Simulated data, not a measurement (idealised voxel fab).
Documented hereafter: the process module known as voxel lift off.
It is cross-section cut that appears here, measuring 285 nm in width, its square cells being 5 nm in size.
Cross-section layout: square cells on a grid; listed as bands, top to bottom; a band spans one or more cell rows. For a band, the entry starts with two heights in nm, that of the top and then that of the bottom, and carries on with the band's materials in order from left to right, each alongside its width in nm; the word "full width" beside a single material means it fills the band edge to edge, and "blank" means empty space. Below 0: as-received wafer, all one material; heights counted from there. Lowest band: no bottom, goes on down, written "top 0, no bottom". With a width like "30->40", each row of cells in the band differs from the next by the same amount, the top row carrying the first number and the bottom row the second. Step note "no alterations made" = no cross-section cell changed. "Enclosed internal voids" - sealed voids, min. 8 cells, no opening to top; format: width x height at distance (distance from left edge; nm throughout). Read whatever lies past the settings on a step's line as the simulator's own remark about the step. For masked steps, "overlay nm" on the step line gives how far right of plan the mask actually lay; a minus sign means it lay to the left.

THE PROCESS STEPS THAT WERE PLANNED ARE LISTED BELOW
1) RECEIVE: material Si
2) CONFORMAL_DEP: material Al2O3, thk nm 10
3) PATTERN: tone open, mask id LINES, material resist, width nm 25, pitch nm 50, thk nm 25, overlay nm 0
4) DIRECTIONAL_DEP: material Ru, thk nm 10
5) STRIP: etch materials resist
6) CONFORMAL_DEP: material SiO2, thk nm 5

AS-RECEIVED STATE OF THE WAFER IN CROSS-SECTION, EQUIVALENT TO POST-STEP 1
top 0, no bottom = Si full width
Enclosed internal voids: none

STARTING STRUCTURE AND PROCESS PLAN ARE AS SHOWN ABOVE, BUT ONE MISTAKE WAS MADE IN RUNNING THE MODULE; THE WAFER CROSS-SECTION AT THE END OF THE MODULE FOLLOWS
top 25, bottom 20 = 90 nm blank  35 nm SiO2  15 nm blank  35 nm SiO2  110 nm blank
top 20, bottom 15 = 90 nm blank  5 nm SiO2  25 nm Ru  5 nm SiO2  15 nm blank  5 nm SiO2  25 nm Ru  5 nm SiO2  110 nm blank
top 15, bottom 10 = 95 nm SiO2  25 nm Ru  25 nm SiO2  25 nm Ru  115 nm SiO2
top 10, bottom 0 = Al2O3 full width
top 0, no bottom = Si full width
Enclosed internal voids: none
Error vs. plan: note that step 3 departed from the planned setting and was carried out as PATTERN: tone open, mask id LINES, material resist, width nm 25, pitch nm 50, thk nm 25, overlay nm -10
